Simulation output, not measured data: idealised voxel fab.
The following is a process module called voxel wiring stack.
Shown is cross-section cut, with a width of 230 nm and square cells of size 5 nm.
Think of the cross-section as a grid of square cells. We describe it in bands, top to bottom, and each band covers one or more rows of those cells. Within each band entry, the heights of the top and of the bottom of the band appear first, in that order and in nm; the materials of the band then follow from left to right, each with its corresponding width in nm. The designation "edge to edge" on a single material indicates that it fills the band from edge to edge; the designation "blank" indicates empty space. Heights are reckoned from 0. Under this level, the received wafer is all of one material. The bottommost band is open-ended downward, for example "0 -> down". It should be noted that a width expressed as "30..40" varies in equal increments from row to row of cells within the band, taking the value of the first number at the top row and that of the second number at the bottom row. No cell of the cross-section changed in a step that is given as "no change". In "Closed void catalog" the enclosed voids are listed, meaning empty spaces of 8 cells or larger without any opening to the top. The form is width x height at distance, distance from the left edge, units nm. Whatever follows a step's settings on its line is a remark the simulator itself makes about that step. Among the settings permitted on a step's line is "overlay nm"; applied to a step with a mask, it specifies the extent to which the mask lay to the right of its planned position, whereas a negative figure signifies a position to the left.
### List of planned process steps
1. RECEIVE | material Si
2. CONFORMAL_DEP | material SiO2 | thk nm 15
3. CONFORMAL_DEP | material SiN | thk nm 5
4. DIRECTIONAL_DEP | material SiO2 | thk nm 20
5. DIRECTIONAL_DEP | material aC | thk nm 10
6. PATTERN | tone open | mask id METAL_1 | material resist | width nm 20 | pitch nm 50 | thk nm 25 | overlay nm 0
7. DIRECTIONAL_ETCH | etch materials aC | depth nm 10
8. STRIP | etch materials resist
9. DIRECTIONAL_ETCH | etch materials SiO2 | depth nm 20
10. DIRECTIONAL_ETCH | etch materials SiN | depth nm 5
11. STRIP | etch materials aC
12. CONFORMAL_DEP | material TiN | thk nm 5
13. FILL_DEP | material W | thk nm 10
14. CMP | height nm 40
15. EPI | material Ru | thk nm 5
16. FILL_DEP | material SiCN | thk nm 5
17. DIRECTIONAL_DEP | material lowk | thk nm 30
18. MASKED_ETCH | tone open | mask id METAL_2_HOLES | width nm 15 | pitch nm 50 | etch materials lowk | depth nm 30 | overlay nm 0
19. MASKED_ETCH | tone open | mask id METAL_2 | width nm 20 | pitch nm 50 | etch materials lowk | depth nm 15 | overlay nm 0
20. MASKED_ETCH | tone open | mask id METAL_2 | width nm 20 | pitch nm 50 | etch materials SiCN | depth nm 5 | overlay nm 0
21. CONFORMAL_DEP | material TiN | thk nm 5
22. FILL_DEP | material Cu | thk nm 5
23. CMP | height nm 80
24. CONFORMAL_DEP | material SiCN | thk nm 5
25. DIRECTIONAL_DEP | material lowk | thk nm 25
26. PATTERN | tone open | mask id METAL_3 | material resist | width nm 20 | pitch nm 50 | thk nm 20 | overlay nm 0
27. DIRECTIONAL_ETCH | etch materials lowk | depth nm 15
28. STRIP | etch materials resist
29. PATTERN | tone open | mask id METAL_3_HOLES | material resist | width nm 15 | pitch nm 50 | thk nm 20 | overlay nm 0
30. DIRECTIONAL_ETCH | etch materials lowk | depth nm 10
31. DIRECTIONAL_ETCH | etch materials SiCN | depth nm 5
32. STRIP | etch materials resist
33. CONFORMAL_DEP | material TiN | thk nm 5
34. FILL_DEP | material Ru | thk nm 10
35. CMP | height nm 110
36. CONFORMAL_DEP | material SiN | thk nm 5
### Wafer cross-section on receipt, i.e. after step 1
* 0 -> down = Si edge to edge
* Closed void catalog: none
### First of two wafers at the end of the module, shown in cross-section; run carried out as planned
* 115 -> 110 = SiN edge to edge
* 110 -> 100 = lowk (80), TiN (5), Ru (10), TiN (5), lowk (30), TiN (5), Ru (10), TiN (5), lowk (80)
* 100 -> 95 = lowk (80), TiN (5), Ru (5), TiN (10), lowk (30), TiN (5), Ru (5), TiN (10), lowk (80)
* 95 -> 85 = lowk (80), TiN (5), Ru (5), TiN (5), lowk (35), TiN (5), Ru (5), TiN (5), lowk (85)
* 85 -> 80 = SiCN (80), TiN (15), SiCN (35), TiN (15), SiCN (85)
* 80 -> 70 = lowk (80), TiN (5), Cu (10), TiN (5), lowk (30), TiN (5), Cu (10), TiN (5), lowk (80)
* 70 -> 65 = lowk (80), TiN (5), Cu (5), TiN (10), lowk (30), TiN (5), Cu (5), TiN (10), lowk (80)
* 65 -> 50 = lowk (80), TiN (5), Cu (5), TiN (5), lowk (35), TiN (5), Cu (5), TiN (5), lowk (85)
* 50 -> 45 = SiCN (80), TiN (15), SiCN (35), TiN (15), SiCN (85)
* 45 -> 40 = SiCN (75), Ru (30), SiCN (20), Ru (30), SiCN (75)
* 40 -> 20 = SiO2 (80), TiN (5), W (10), TiN (5), SiO2 (30), TiN (5), W (10), TiN (5), SiO2 (80)
* 20 -> 15 = SiN (80), TiN (20), SiN (30), TiN (20), SiN (80)
* 15 -> 0 = SiO2 edge to edge
* 0 -> down = Si edge to edge
* Closed void catalog: none
### Cross-section, second wafer: same start as the first, same plan as the first, one mistake in running it; taken at the end of the module
* 115 -> 110 = SiN edge to edge
* 110 -> 100 = lowk (80), TiN (5), Ru (10), TiN (5), lowk (30), TiN (5), Ru (10), TiN (5), lowk (80)
* 100 -> 95 = lowk (80), TiN (5), Ru (5), TiN (10), lowk (30), TiN (5), Ru (5), TiN (10), lowk (80)
* 95 -> 85 = lowk (80), TiN (5), Ru (5), TiN (5), lowk (35), TiN (5), Ru (5), TiN (5), lowk (85)
* 85 -> 75 = SiCN (80), TiN (15..20), SiCN (35..30), TiN (15..20), SiCN (85..80)
* 75 -> 70 = SiCN (75), lowk (30), SiCN (20), lowk (30), SiCN (75)
* 70 -> 45 = lowk edge to edge
* 45 -> 40 = lowk (75), Ru (30), lowk (20), Ru (30), lowk (75)
* 40 -> 20 = SiO2 (80), TiN (5), W (10), TiN (5), SiO2 (30), TiN (5), W (10), TiN (5), SiO2 (80)
* 20 -> 15 = SiN (80), TiN (20), SiN (30), TiN (20), SiN (80)
* 15 -> 0 = SiO2 edge to edge
* 0 -> down = Si edge to edge
* Closed void catalog: none
Deviation noted in wafer processing: so 16 and 17 got swapped relative to the plan, each ran where the other was supposed to
It is noted that, at the conclusion of processing, the second wafer exhibits a higher or lower cell count for certain materials relative to the first: -16 Cu, -2 SiCN, -24 TiN, +42 lowk
